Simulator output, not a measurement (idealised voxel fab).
A process module follows: voxel gate over fins.
Cross-section cut: width 210 nm, square cells of 5 nm.
Cross-sections here: square-cell grids, written as top-down lists of bands, a band being one or more rows of cells. A band entry consists of two parts. The first gives the height of the band's top and the height of its bottom, in nm. The rest lists the band's materials from left to right, each with its width in nm. A single material labelled with the word "all across" fills the band from edge to edge, and the word "air" marks empty space. Height datum 0, below which the as-received substrate wafer is one material. Lowest band open at the bottom, running downward: "z 0 and below". The two numbers in a width such as "30 to 40" mark its ends across the band: the first belongs to the top row of cells, the second to the bottom row, and from each row to the next the width moves by the same amount. Take "everything unchanged" at face value: in the step it is given for, the cross-section changed in none of its cells. Under "Cavities, closed" you'll find the enclosed gaps, the ones with no way out to the top, that are 8 cells or bigger; each reads width x height at distance, with distance counted from the left edge, everything in nm. What comes after the settings on a step's line is commentary from the simulator itself on that step. What "overlay nm" on a step's line means: if the step has a mask, that mask lay this far to the right of its planned place, or, when the value is negative, to the left.

Listed below are the process steps as planned:
- 1: RECEIVE [material Si]
- 2: CONFORMAL_DEP [material SiN] [thk nm 10]
- 3: DIRECTIONAL_DEP [material aC] [thk nm 10]
- 4: PATTERN [tone cover] [mask id FINS] [material resist] [width nm 15] [pitch nm 55] [thk nm 30] [overlay nm 0]
- 5: DIRECTIONAL_ETCH [etch materials aC] [depth nm 10]
- 6: STRIP [etch materials resist]
- 7: DIRECTIONAL_ETCH [etch materials SiN] [depth nm 10]
- 8: DIRECTIONAL_ETCH [etch materials Si] [depth nm 35]
- 9: STRIP [etch materials aC]
- 10: FILL_DEP [material SiO2] [thk nm 15]
- 11: CMP [height nm 10]
- 12: DIRECTIONAL_DEP [material aC] [thk nm 10]
- 13: PATTERN [tone open] [mask id RAIL] [material resist] [width nm 15] [thk nm 25] [overlay nm 0]
- 14: DIRECTIONAL_ETCH [etch materials aC] [depth nm 10]
- 15: STRIP [etch materials resist]
- 16: DIRECTIONAL_ETCH [etch materials SiO2] [depth nm 40]
- 17: STRIP [etch materials aC]
- 18: CONFORMAL_DEP [material TiN] [thk nm 5]
- 19: FILL_DEP [material W] [thk nm 10]
- 20: CMP [height nm 10]
- 21: SELECTIVE_ETCH [etch materials W Ru TiN] [depth nm 30]
- 22: FILL_DEP [material SiO2] [thk nm 5]
- 23: CMP [height nm 10]
- 24: SELECTIVE_ETCH [etch materials SiO2] [depth nm 20]
- 25: STRIP [etch materials SiN]
- 26: CONFORMAL_DEP [material HfO2] [thk nm 5]
- 27: CONFORMAL_DEP [material TiN] [thk nm 5]
- 28: CONFORMAL_DEP [material TiAl] [thk nm 5]
- 29: CONFORMAL_DEP [material TiN] [thk nm 5]
- 30: FILL_DEP [material W] [thk nm 15]
- 31: CMP [height nm 30]
- 32: CONFORMAL_DEP [material SiCN] [thk nm 10]

Account of the first of two wafers, which was processed as intended:

Cross-section of the wafer at receipt, which is the condition after step 1:
> z 0 and below = Si all across
> Cavities, closed: none

Cross-section of the wafer subsequent to step 2:
> z 10 to 0 = SiN all across
> All layers under 0 are left as they were.

Cross-section of the wafer subsequent to step 3:
> z 20 to 10 = aC all across
> All layers under 10 are left as they were.

Cross-section of the wafer subsequent to step 4:
> z 50 to 20 = air: 40 / resist: 15 / air: 40 / resist: 15 / air: 40 / resist: 15 / air: 45
> All layers under 20 are left as they were.

Cross-section of the wafer subsequent to step 5:
> z 40 to 20 = air: 40 / resist: 15 / air: 40 / resist: 15 / air: 40 / resist: 15 / air: 45
> z 20 to 10 = air: 40 / aC: 15 / air: 40 / aC: 15 / air: 40 / aC: 15 / air: 45
> All layers under 10 are left as they were.

Cross-section of the wafer subsequent to step 6:
> z 20 to 10 = air: 40 / aC: 15 / air: 40 / aC: 15 / air: 40 / aC: 15 / air: 45
> All layers under 10 are left as they were.

Cross-section of the wafer subsequent to step 7:
> z 20 to 10 = air: 40 / aC: 15 / air: 40 / aC: 15 / air: 40 / aC: 15 / air: 45
> z 10 to 0 = air: 40 / SiN: 15 / air: 40 / SiN: 15 / air: 40 / SiN: 15 / air: 45
> All layers under 0 are left as they were.

Cross-section of the wafer subsequent to step 8:
> z 20 to 10 = air: 40 / aC: 15 / air: 40 / aC: 15 / air: 40 / aC: 15 / air: 45
> z 10 to 0 = air: 40 / SiN: 15 / air: 40 / SiN: 15 / air: 40 / SiN: 15 / air: 45
> z 0 to -35 = air: 40 / Si: 15 / air: 40 / Si: 15 / air: 40 / Si: 15 / air: 45
> All layers under -35 are left as they were.

Cross-section of the wafer subsequent to step 9:
> z 10 to 0 = air: 40 / SiN: 15 / air: 40 / SiN: 15 / air: 40 / SiN: 15 / air: 45
> All layers under 0 are left as they were.

Cross-section of the wafer subsequent to step 10:
> z 25 to 10 = SiO2 all across
> z 10 to 0 = SiO2: 40 / SiN: 15 / SiO2: 40 / SiN: 15 / SiO2: 40 / SiN: 15 / SiO2: 45
> z 0 to -35 = SiO2: 40 / Si: 15 / SiO2: 40 / Si: 15 / SiO2: 40 / Si: 15 / SiO2: 45
> All layers under -35 are left as they were.

Cross-section of the wafer subsequent to step 11:
> z 10 to 0 = SiO2: 40 / SiN: 15 / SiO2: 40 / SiN: 15 / SiO2: 40 / SiN: 15 / SiO2: 45
> All layers under 0 are left as they were.

Cross-section of the wafer subsequent to step 12:
> z 20 to 10 = aC all across
> All layers under 10 are left as they were.

Cross-section of the wafer subsequent to step 13:
> z 45 to 20 = resist: 65 / air: 15 / resist: 130
> All layers under 20 are left as they were.

Cross-section of the wafer subsequent to step 14:
> z 35 to 20 = resist: 65 / air: 15 / resist: 130
> z 20 to 10 = aC: 65 / air: 15 / aC: 130
> All layers under 10 are left as they were.

Cross-section of the wafer subsequent to step 15:
> z 20 to 10 = aC: 65 / air: 15 / aC: 130
> All layers under 10 are left as they were.

Cross-section of the wafer subsequent to step 16:
> z 20 to 10 = aC: 65 / air: 15 / aC: 130
> z 10 to 0 = SiO2: 40 / SiN: 15 / SiO2: 10 / air: 15 / SiO2: 15 / SiN: 15 / SiO2: 40 / SiN: 15 / SiO2: 45
> z 0 to -30 = SiO2: 40 / Si: 15 / SiO2: 10 / air: 15 / SiO2: 15 / Si: 15 / SiO2: 40 / Si: 15 / SiO2: 45
> All layers under -30 are left as they were.

Cross-section of the wafer subsequent to step 17:
> z 10 to 0 = SiO2: 40 / SiN: 15 / SiO2: 10 / air: 15 / SiO2: 15 / SiN: 15 / SiO2: 40 / SiN: 15 / SiO2: 45
> All layers under 0 are left as they were.

Cross-section of the wafer subsequent to step 18:
> z 15 to 10 = TiN: 70 / air: 5 / TiN: 135
> z 10 to 0 = SiO2: 40 / SiN: 15 / SiO2: 10 / TiN: 5 / air: 5 / TiN: 5 / SiO2: 15 / SiN: 15 / SiO2: 40 / SiN: 15 / SiO2: 45
> z 0 to -25 = SiO2: 40 / Si: 15 / SiO2: 10 / TiN: 5 / air: 5 / TiN: 5 / SiO2: 15 / Si: 15 / SiO2: 40 / Si: 15 / SiO2: 45
> z -25 to -30 = SiO2: 40 / Si: 15 / SiO2: 10 / TiN: 15 / SiO2: 15 / Si: 15 / SiO2: 40 / Si: 15 / SiO2: 45
> All layers under -30 are left as they were.

Cross-section of the wafer subsequent to step 19:
> z 25 to 15 = W all across
> z 15 to 10 = TiN: 70 / W: 5 / TiN: 135
> z 10 to 0 = SiO2: 40 / SiN: 15 / SiO2: 10 / TiN: 5 / W: 5 / TiN: 5 / SiO2: 15 / SiN: 15 / SiO2: 40 / SiN: 15 / SiO2: 45
> z 0 to -25 = SiO2: 40 / Si: 15 / SiO2: 10 / TiN: 5 / W: 5 / TiN: 5 / SiO2: 15 / Si: 15 / SiO2: 40 / Si: 15 / SiO2: 45
> All layers under -25 are left as they were.

Cross-section of the wafer subsequent to step 20:
> z 10 to 0 = SiO2: 40 / SiN: 15 / SiO2: 10 / TiN: 5 / W: 5 / TiN: 5 / SiO2: 15 / SiN: 15 / SiO2: 40 / SiN: 15 / SiO2: 45
> All layers under 0 are left as they were.

Cross-section of the wafer subsequent to step 21:
> z 10 to 0 = SiO2: 40 / SiN: 15 / SiO2: 10 / air: 15 / SiO2: 15 / SiN: 15 / SiO2: 40 / SiN: 15 / SiO2: 45
> z 0 to -20 = SiO2: 40 / Si: 15 / SiO2: 10 / air: 15 / SiO2: 15 / Si: 15 / SiO2: 40 / Si: 15 / SiO2: 45
> All layers under -20 are left as they were.

Cross-section of the wafer subsequent to step 22:
> z 15 to 10 = SiO2 all across
> z 10 to 0 = SiO2: 40 / SiN: 15 / SiO2: 40 / SiN: 15 / SiO2: 40 / SiN: 15 / SiO2: 45
> z 0 to -20 = SiO2: 40 / Si: 15 / SiO2: 40 / Si: 15 / SiO2: 40 / Si: 15 / SiO2: 45
> All layers under -20 are left as they were.

Cross-section of the wafer subsequent to step 23:
> z 10 to 0 = SiO2: 40 / SiN: 15 / SiO2: 40 / SiN: 15 / SiO2: 40 / SiN: 15 / SiO2: 45
> All layers under 0 are left as they were.

Cross-section of the wafer subsequent to step 24:
> z 10 to 0 = air: 40 / SiN: 15 / air: 40 / SiN: 15 / air: 40 / SiN: 15 / air: 45
> z 0 to -10 = air: 40 / Si: 15 / air: 40 / Si: 15 / air: 40 / Si: 15 / air: 45
> All layers under -10 are left as they were.

Cross-section of the wafer subsequent to step 25:
> z 0 to -10 = air: 40 / Si: 15 / air: 40 / Si: 15 / air: 40 / Si: 15 / air: 45
> All layers under -10 are left as they were.

Cross-section of the wafer subsequent to step 26:
> z 5 to 0 = air: 35 / HfO2: 25 / air: 30 / HfO2: 25 / air: 30 / HfO2: 25 / air: 40
> z 0 to -5 = air: 35 / HfO2: 5 / Si: 15 / HfO2: 5 / air: 30 / HfO2: 5 / Si: 15 / HfO2: 5 / air: 30 / HfO2: 5 / Si: 15 / HfO2: 5 / air: 40
> z -5 to -10 = HfO2: 40 / Si: 15 / HfO2: 40 / Si: 15 / HfO2: 40 / Si: 15 / HfO2: 45
> All layers under -10 are left as they were.

Cross-section of the wafer subsequent to step 27:
> z 10 to 5 = air: 30 / TiN: 35 / air: 20 / TiN: 35 / air: 20 / TiN: 35 / air: 35
> z 5 to 0 = air: 30 / TiN: 5 / HfO2: 25 / TiN: 5 / air: 20 / TiN: 5 / HfO2: 25 / TiN: 5 / air: 20 / TiN: 5 / HfO2: 25 / TiN: 5 / air: 35
> z 0 to -5 = TiN: 35 / HfO2: 5 / Si: 15 / HfO2: 5 / TiN: 30 / HfO2: 5 / Si: 15 / HfO2: 5 / TiN: 30 / HfO2: 5 / Si: 15 / HfO2: 5 / TiN: 40
> All layers under -5 are left as they were.

Cross-section of the wafer subsequent to step 28:
> z 15 to 10 = air: 25 / TiAl: 45 / air: 10 / TiAl: 45 / air: 10 / TiAl: 45 / air: 30
> z 10 to 5 = air: 25 / TiAl: 5 / TiN: 35 / TiAl: 5 / air: 10 / TiAl: 5 / TiN: 35 / TiAl: 5 / air: 10 / TiAl: 5 / TiN: 35 / TiAl: 5 / air: 30
> z 5 to 0 = TiAl: 30 / TiN: 5 / HfO2: 25 / TiN: 5 / TiAl: 20 / TiN: 5 / HfO2: 25 / TiN: 5 / TiAl: 20 / TiN: 5 / HfO2: 25 / TiN: 5 / TiAl: 35
> All layers under 0 are left as they were.

Cross-section of the wafer subsequent to step 29:
> z 20 to 15 = air: 20 / TiN: 165 / air: 25
> z 15 to 10 = air: 20 / TiN: 5 / TiAl: 45 / TiN: 10 / TiAl: 45 / TiN: 10 / TiAl: 45 / TiN: 5 / air: 25
> z 10 to 5 = TiN: 25 / TiAl: 5 / TiN: 35 / TiAl: 5 / TiN: 10 / TiAl: 5 / TiN: 35 / TiAl: 5 / TiN: 10 / TiAl: 5 / TiN: 35 / TiAl: 5 / TiN: 30
> All layers under 5 are left as they were.

Cross-section of the wafer subsequent to step 30:
> z 35 to 20 = W all across
> z 20 to 15 = W: 20 / TiN: 165 / W: 25
> z 15 to 10 = W: 20 / TiN: 5 / TiAl: 45 / TiN: 10 / TiAl: 45 / TiN: 10 / TiAl: 45 / TiN: 5 / W: 25
> All layers under 10 are left as they were.

Cross-section of the wafer subsequent to step 31:
> z 30 to 20 = W all across
> All layers under 20 are left as they were.

Cross-section of the wafer subsequent to step 32:
> z 40 to 30 = SiCN all across
> All layers under 30 are left as they were.

Second wafer: like start, like plan, one mistake. Through step 12 it matches the first wafer:

Planned end of step 13: second wafer, cross-section:
> z 45 to 20 = resist: 60 / air: 25 / resist: 125
> All layers under 20 are left as they were.

Planned end of step 14: second wafer, cross-section:
> z 35 to 20 = resist: 60 / air: 25 / resist: 125
> z 20 to 10 = aC: 60 / air: 25 / aC: 125
> All layers under 10 are left as they were.

Planned end of step 15: second wafer, cross-section:
> z 20 to 10 = aC: 60 / air: 25 / aC: 125
> All layers under 10 are left as they were.

Planned end of step 16: second wafer, cross-section:
> z 20 to 10 = aC: 60 / air: 25 / aC: 125
> z 10 to 0 = SiO2: 40 / SiN: 15 / SiO2: 5 / air: 25 / SiO2: 10 / SiN: 15 / SiO2: 40 / SiN: 15 / SiO2: 45
> z 0 to -30 = SiO2: 40 / Si: 15 / SiO2: 5 / air: 25 / SiO2: 10 / Si: 15 / SiO2: 40 / Si: 15 / SiO2: 45
> All layers under -30 are left as they were.

Planned end of step 17: second wafer, cross-section:
> z 10 to 0 = SiO2: 40 / SiN: 15 / SiO2: 5 / air: 25 / SiO2: 10 / SiN: 15 / SiO2: 40 / SiN: 15 / SiO2: 45
> All layers under 0 are left as they were.

Planned end of step 18: second wafer, cross-section:
> z 15 to 10 = TiN: 65 / air: 15 / TiN: 130
> z 10 to 0 = SiO2: 40 / SiN: 15 / SiO2: 5 / TiN: 5 / air: 15 / TiN: 5 / SiO2: 10 / SiN: 15 / SiO2: 40 / SiN: 15 / SiO2: 45
> z 0 to -25 = SiO2: 40 / Si: 15 / SiO2: 5 / TiN: 5 / air: 15 / TiN: 5 / SiO2: 10 / Si: 15 / SiO2: 40 / Si: 15 / SiO2: 45
> z -25 to -30 = SiO2: 40 / Si: 15 / SiO2: 5 / TiN: 25 / SiO2: 10 / Si: 15 / SiO2: 40 / Si: 15 / SiO2: 45
> All layers under -30 are left as they were.

Planned end of step 19: second wafer, cross-section:
> z 25 to 15 = W all across
> z 15 to 10 = TiN: 65 / W: 15 / TiN: 130
> z 10 to 0 = SiO2: 40 / SiN: 15 / SiO2: 5 / TiN: 5 / W: 15 / TiN: 5 / SiO2: 10 / SiN: 15 / SiO2: 40 / SiN: 15 / SiO2: 45
> z 0 to -25 = SiO2: 40 / Si: 15 / SiO2: 5 / TiN: 5 / W: 15 / TiN: 5 / SiO2: 10 / Si: 15 / SiO2: 40 / Si: 15 / SiO2: 45
> All layers under -25 are left as they were.

Planned end of step 20: second wafer, cross-section:
> z 10 to 0 = SiO2: 40 / SiN: 15 / SiO2: 5 / TiN: 5 / W: 15 / TiN: 5 / SiO2: 10 / SiN: 15 / SiO2: 40 / SiN: 15 / SiO2: 45
> All layers under 0 are left as they were.

Planned end of step 21: second wafer, cross-section:
> z 10 to 0 = SiO2: 40 / SiN: 15 / SiO2: 5 / air: 25 / SiO2: 10 / SiN: 15 / SiO2: 40 / SiN: 15 / SiO2: 45
> z 0 to -20 = SiO2: 40 / Si: 15 / SiO2: 5 / air: 25 / SiO2: 10 / Si: 15 / SiO2: 40 / Si: 15 / SiO2: 45
> All layers under -20 are left as they were.

Planned end of step 22: second wafer, cross-section:
> z 15 to 10 = SiO2 all across
> z 10 to 0 = SiO2: 40 / SiN: 15 / SiO2: 40 / SiN: 15 / SiO2: 40 / SiN: 15 / SiO2: 45
> z 0 to -20 = SiO2: 40 / Si: 15 / SiO2: 40 / Si: 15 / SiO2: 40 / Si: 15 / SiO2: 45
> All layers under -20 are left as they were.

Planned end of step 23: second wafer, cross-section:
> z 10 to 0 = SiO2: 40 / SiN: 15 / SiO2: 40 / SiN: 15 / SiO2: 40 / SiN: 15 / SiO2: 45
> All layers under 0 are left as they were.

Planned end of step 24: second wafer, cross-section:
> z 10 to 0 = air: 40 / SiN: 15 / air: 40 / SiN: 15 / air: 40 / SiN: 15 / air: 45
> z 0 to -10 = air: 40 / Si: 15 / air: 40 / Si: 15 / air: 40 / Si: 15 / air: 45
> All layers under -10 are left as they were.

Planned end of step 25: second wafer, cross-section:
> z 0 to -10 = air: 40 / Si: 15 / air: 40 / Si: 15 / air: 40 / Si: 15 / air: 45
> All layers under -10 are left as they were.

Planned end of step 26: second wafer, cross-section:
> z 5 to 0 = air: 35 / HfO2: 25 / air: 30 / HfO2: 25 / air: 30 / HfO2: 25 / air: 40
> z 0 to -5 = air: 35 / HfO2: 5 / Si: 15 / HfO2: 5 / air: 30 / HfO2: 5 / Si: 15 / HfO2: 5 / air: 30 / HfO2: 5 / Si: 15 / HfO2: 5 / air: 40
> z -5 to -10 = HfO2: 40 / Si: 15 / HfO2: 40 / Si: 15 / HfO2: 40 / Si: 15 / HfO2: 45
> All layers under -10 are left as they were.

Planned end of step 27: second wafer, cross-section:
> z 10 to 5 = air: 30 / TiN: 35 / air: 20 / TiN: 35 / air: 20 / TiN: 35 / air: 35
> z 5 to 0 = air: 30 / TiN: 5 / HfO2: 25 / TiN: 5 / air: 20 / TiN: 5 / HfO2: 25 / TiN: 5 / air: 20 / TiN: 5 / HfO2: 25 / TiN: 5 / air: 35
> z 0 to -5 = TiN: 35 / HfO2: 5 / Si: 15 / HfO2: 5 / TiN: 30 / HfO2: 5 / Si: 15 / HfO2: 5 / TiN: 30 / HfO2: 5 / Si: 15 / HfO2: 5 / TiN: 40
> All layers under -5 are left as they were.

Planned end of step 28: second wafer, cross-section:
> z 15 to 10 = air: 25 / TiAl: 45 / air: 10 / TiAl: 45 / air: 10 / TiAl: 45 / air: 30
> z 10 to 5 = air: 25 / TiAl: 5 / TiN: 35 / TiAl: 5 / air: 10 / TiAl: 5 / TiN: 35 / TiAl: 5 / air: 10 / TiAl: 5 / TiN: 35 / TiAl: 5 / air: 30
> z 5 to 0 = TiAl: 30 / TiN: 5 / HfO2: 25 / TiN: 5 / TiAl: 20 / TiN: 5 / HfO2: 25 / TiN: 5 / TiAl: 20 / TiN: 5 / HfO2: 25 / TiN: 5 / TiAl: 35
> All layers under 0 are left as they were.

Planned end of step 29: second wafer, cross-section:
> z 20 to 15 = air: 20 / TiN: 165 / air: 25
> z 15 to 10 = air: 20 / TiN: 5 / TiAl: 45 / TiN: 10 / TiAl: 45 / TiN: 10 / TiAl: 45 / TiN: 5 / air: 25
> z 10 to 5 = TiN: 25 / TiAl: 5 / TiN: 35 / TiAl: 5 / TiN: 10 / TiAl: 5 / TiN: 35 / TiAl: 5 / TiN: 10 / TiAl: 5 / TiN: 35 / TiAl: 5 / TiN: 30
> All layers under 5 are left as they were.

Planned end of step 30: second wafer, cross-section:
> z 35 to 20 = W all across
> z 20 to 15 = W: 20 / TiN: 165 / W: 25
> z 15 to 10 = W: 20 / TiN: 5 / TiAl: 45 / TiN: 10 / TiAl: 45 / TiN: 10 / TiAl: 45 / TiN: 5 / W: 25
> All layers under 10 are left as they were.

Planned end of step 31: second wafer, cross-section:
> z 30 to 20 = W all across
> All layers under 20 are left as they were.

Planned end of step 32: second wafer, cross-section:
> z 40 to 30 = SiCN all across
> All layers under 30 are left as they were.
Nonconformance to the process plan: step 13 ran differently from the plan; actual operation with settings: PATTERN [tone open] [mask id RAIL] [material resist] [width nm 25] [thk nm 25] [overlay nm 0]
The final cell counts differ between the wafers, with the second having more or fewer of some materials than the first: SiO2: 4 fewer, TiN: 2 more, W: 2 more
